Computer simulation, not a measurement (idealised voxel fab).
The process module that follows is named voxel trench capacitor.
Square cells of 5 nm make up the cross-section cut, whose width is 190 nm.
Just so we're on the same page, the cross-sections are grids of square cells, and they're listed out in bands top to bottom, each band one or more rows deep.
This entry defines a band. It first specifies the height of the band's top and the height of its bottom in nm, and then specifies the band's materials from left to right, stating each material with its width in nm. The word "throughout" identifies a single material that fills the band from edge to edge, while the word "air" identifies empty space.
A quick word on heights: they are counted from 0, and under that level the wafer as it came to us is one material throughout. The lowest band is different from the rest in having no bottom; it simply continues downward, written as in "from 0 down".
With a width like "30..40", each row of cells in the band differs from the next by the same amount, the top row carrying the first number and the bottom row the second.
The cross-section has no changed cell in any step marked "all unchanged".
"Closed void entries" - sealed voids, min. 8 cells, no opening to top; format: width x height at distance (distance from left edge; nm throughout).
Post-settings text on a step line: simulator's own remark regarding the step.
overlay nm: mask offset rightward from planned place, masked step; negative means leftward offset.
[Steps planned for the process]
1 RECEIVE [material Si]
2 CONFORMAL_DEP [material SiN] [thk nm 5]
3 DIRECTIONAL_DEP [material aC] [thk nm 15]
4 PATTERN [tone open] [mask id TRENCH] [material resist] [width nm 25] [pitch nm 40] [thk nm 35] [overlay nm 0]
5 DIRECTIONAL_ETCH [etch materials aC] [depth nm 15]
6 STRIP [etch materials resist]
7 DIRECTIONAL_ETCH [etch materials SiN] [depth nm 5]
8 DIRECTIONAL_ETCH [etch materials Si] [depth nm 30]
9 STRIP [etch materials aC]
10 CONFORMAL_DEP [material HfO2] [thk nm 5]
11 CONFORMAL_DEP [material TiN] [thk nm 5]
12 FILL_DEP [material W] [thk nm 10]
13 CMP [height nm 5]
[Cross-section of the incoming wafer, state after step 1]
	from 0 down  Si throughout
	Closed void entries: none
[first wafer at the end, as planned]
	from 5 to 0  SiN 60 nm / HfO2 5 nm / TiN 5 nm / W 5 nm / TiN 5 nm / HfO2 5 nm / SiN 15 nm / HfO2 5 nm / TiN 5 nm / W 5 nm / TiN 5 nm / HfO2 5 nm / SiN 65 nm
	from 0 to -20  Si 60 nm / HfO2 5 nm / TiN 5 nm / W 5 nm / TiN 5 nm / HfO2 5 nm / Si 15 nm / HfO2 5 nm / TiN 5 nm / W 5 nm / TiN 5 nm / HfO2 5 nm / Si 65 nm
	from -20 to -25  Si 60 nm / HfO2 5 nm / TiN 15 nm / HfO2 5 nm / Si 15 nm / HfO2 5 nm / TiN 15 nm / HfO2 5 nm / Si 65 nm
	from -25 to -30  Si 60 nm / HfO2 25 nm / Si 15 nm / HfO2 25 nm / Si 65 nm
	from -30 down  Si throughout
	Closed void entries: none
[Presented here is a cross-section of the second of the two wafers as it stood at the end of the module. It was started in the same manner and assigned the same plan as the first wafer; however, one mistake was made in its execution]
	from 5 to 0  SiN 65 nm / HfO2 5 nm / TiN 5 nm / HfO2 5 nm / SiN 25 nm / HfO2 5 nm / TiN 5 nm / HfO2 5 nm / SiN 70 nm
	from 0 to -25  Si 65 nm / HfO2 5 nm / TiN 5 nm / HfO2 5 nm / Si 25 nm / HfO2 5 nm / TiN 5 nm / HfO2 5 nm / Si 70 nm
	from -25 to -30  Si 65 nm / HfO2 15 nm / Si 25 nm / HfO2 15 nm / Si 70 nm
	from -30 down  Si throughout
	Closed void entries: none
So what did we get wrong on this run? step 4 went in with a setting other than planned; the actual run was PATTERN [tone open] [mask id TRENCH] [material resist] [width nm 15] [pitch nm 40] [thk nm 35] [overlay nm 0]
Final cells, second wafer relative to first, materials higher or lower: HfO2 -4, Si +24, SiN +4, TiN -14, W -10
